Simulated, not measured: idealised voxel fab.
This is a process module. Its name is voxel gate over fins.
It is cross-section cut that appears here, measuring 270 nm in width, its square cells being 5 nm in size.
Cross-sections here: square-cell grids, written as top-down lists of bands, a band being one or more rows of cells. Top height, bottom height, nm. Materials left to right, width each, nm. Single material + "all across" = fills band edge to edge. "blank" = empty. Counting heights begins at 0, where everything beneath is, in the wafer as received, one material. The lowest band has no bottom; it goes on downwards, as "from 0 down" shows. A width such as "30..40" changes by the same amount from each row of cells to the next, from the band's top row to its bottom row. Given "everything unchanged" for a step, no cell of the cross-section differs between before and after that step. This entry, "Fully sealed voids", enumerates those empty regions of no fewer than 8 cells that possess no open connection to the top. Each region is reported in the form width x height at distance, the distance being taken from the left edge, with all three quantities expressed in nm. Formally, on a step line, whatever follows the settings is a remark that the simulator itself makes on the step. overlay nm: how far to the right of its planned place the mask lay on this masked step (negative: to the left).
## Steps in the process plan
1 RECEIVE (material Si)
2 CONFORMAL_DEP (material SiN; thk nm 5)
3 MASKED_ETCH (tone cover; mask id FINS; width nm 15; pitch nm 55; etch materials SiN; depth nm 5; overlay nm 0)
4 MASKED_ETCH (tone cover; mask id FINS; width nm 15; pitch nm 55; etch materials Si; depth nm 35; overlay nm 0)
5 OXIDIZE (depth nm 5)
6 FILL_DEP (material SiO2; thk nm 15)
7 CMP (height nm 5)
8 PATTERN (tone open; mask id RAIL; material resist; width nm 15; thk nm 20; overlay nm 0)
9 DIRECTIONAL_ETCH (etch materials SiO2; depth nm 35)
10 STRIP (etch materials resist)
11 CONFORMAL_DEP (material TiN; thk nm 5)
12 FILL_DEP (material Ru; thk nm 5)
13 CMP (height nm 5)
14 SELECTIVE_ETCH (etch materials W Ru TiN; depth nm 20)
15 FILL_DEP (material SiO2; thk nm 5)
16 CMP (height nm 5)
17 SELECTIVE_ETCH (etch materials SiO2; depth nm 15)
18 STRIP (etch materials SiN)
19 CONFORMAL_DEP (material HfO2; thk nm 5)
20 CONFORMAL_DEP (material TiN; thk nm 5)
21 FILL_DEP (material W; thk nm 15)
22 CMP (height nm 20)
23 CONFORMAL_DEP (material SiCN; thk nm 5)
## Cross-section of the wafer upon arrival, representing the state reached after step 1
> from 0 down | Si all across
> Fully sealed voids: none
## The first of the two wafers as seen in cross-section once the module was finished; processing followed the plan
> from 25 to 20 | SiCN all across
> from 20 to 10 | W all across
> from 10 to 5 | 40 W, 25 TiN, 30 W, 25 TiN, 30 W, 25 TiN, 30 W, 25 TiN, 40 W
> from 5 to 0 | 40 W, 5 TiN, 15 HfO2, 5 TiN, 30 W, 5 TiN, 15 HfO2, 5 TiN, 30 W, 5 TiN, 15 HfO2, 5 TiN, 30 W, 5 TiN, 15 HfO2, 5 TiN, 40 W
> from 0 to -5 | 45 TiN, 5 HfO2, 5 Si, 5 HfO2, 40 TiN, 5 HfO2, 5 Si, 5 HfO2, 40 TiN, 5 HfO2, 5 Si, 5 HfO2, 40 TiN, 5 HfO2, 5 Si, 5 HfO2, 45 TiN
> from -5 to -10 | 50 HfO2, 5 Si, 50 HfO2, 5 Si, 50 HfO2, 5 Si, 50 HfO2, 5 Si, 50 HfO2
> from -10 to -15 | 50 SiO2, 5 Si, 50 SiO2, 5 Si, 50 SiO2, 5 Si, 50 SiO2, 5 Si, 50 SiO2
> from -15 to -25 | 50 SiO2, 5 Si, 15 SiO2, 5 TiN, 5 Ru, 5 TiN, 20 SiO2, 5 Si, 50 SiO2, 5 Si, 50 SiO2, 5 Si, 50 SiO2
> from -25 to -30 | 50 SiO2, 5 Si, 15 SiO2, 15 TiN, 20 SiO2, 5 Si, 50 SiO2, 5 Si, 50 SiO2, 5 Si, 50 SiO2
> from -30 to -40 | 50 SiO2, 5 Si, 50 SiO2, 5 Si, 50 SiO2, 5 Si, 50 SiO2, 5 Si, 50 SiO2
> from -40 down | Si all across
> Fully sealed voids: none
## Here's the second of our two wafers sectioned at module end. Same start as the first, same plan, but one mistake got made running it
> from 25 to 20 | SiCN all across
> from 20 to 10 | W all across
> from 10 to 5 | 40 W, 25 TiN, 30 W, 25 TiN, 30 W, 25 TiN, 30 W, 25 TiN, 40 W
> from 5 to 0 | 40 W, 5 TiN, 15 HfO2, 5 TiN, 30 W, 5 TiN, 15 HfO2, 5 TiN, 30 W, 5 TiN, 15 HfO2, 5 TiN, 30 W, 5 TiN, 15 HfO2, 5 TiN, 40 W
> from 0 to -5 | 40 W, 5 TiN, 5 HfO2, 5 Si, 5 HfO2, 5 TiN, 30 W, 5 TiN, 5 HfO2, 5 Si, 5 HfO2, 5 TiN, 30 W, 5 TiN, 5 HfO2, 5 Si, 5 HfO2, 5 TiN, 30 W, 5 TiN, 5 HfO2, 5 Si, 5 HfO2, 5 TiN, 40 W
> from -5 to -10 | 40 W, 5 TiN, 5 HfO2, 5 Si, 5 HfO2, 40 TiN, 5 HfO2, 5 Si, 5 HfO2, 5 TiN, 30 W, 5 TiN, 5 HfO2, 5 Si, 5 HfO2, 5 TiN, 30 W, 5 TiN, 5 HfO2, 5 Si, 5 HfO2, 5 TiN, 40 W
> from -10 to -15 | 40 W, 5 TiN, 5 HfO2, 5 Si, 5 HfO2, 5 TiN, 25 HfO2, 10 TiN, 5 HfO2, 5 Si, 5 HfO2, 5 TiN, 30 W, 5 TiN, 5 HfO2, 5 Si, 5 HfO2, 5 TiN, 30 W, 5 TiN, 5 HfO2, 5 Si, 5 HfO2, 5 TiN, 40 W
> from -15 to -20 | 45 TiN, 5 HfO2, 5 Si, 5 HfO2, 5 TiN, 5 HfO2, 5 TiN, 5 Ru, 5 TiN, 5 HfO2, 10 TiN, 5 HfO2, 5 Si, 5 HfO2, 40 TiN, 5 HfO2, 5 Si, 5 HfO2, 40 TiN, 5 HfO2, 5 Si, 5 HfO2, 45 TiN
> from -20 to -25 | 50 HfO2, 5 Si, 15 HfO2, 5 TiN, 5 Ru, 5 TiN, 20 HfO2, 5 Si, 50 HfO2, 5 Si, 50 HfO2, 5 Si, 50 HfO2
> from -25 to -30 | 50 SiO2, 5 Si, 15 SiO2, 15 TiN, 20 SiO2, 5 Si, 50 SiO2, 5 Si, 50 SiO2, 5 Si, 50 SiO2
> from -30 to -40 | 50 SiO2, 5 Si, 50 SiO2, 5 Si, 50 SiO2, 5 Si, 50 SiO2, 5 Si, 50 SiO2
> from -40 down | Si all across
> Fully sealed voids: none
Finding, execution versus plan: execution of plan step 17 occurred twice
Per the end-of-run cell counts, the second wafer holds more or fewer of some materials than the first: +28 HfO2, -144 SiO2, +26 TiN, +90 W
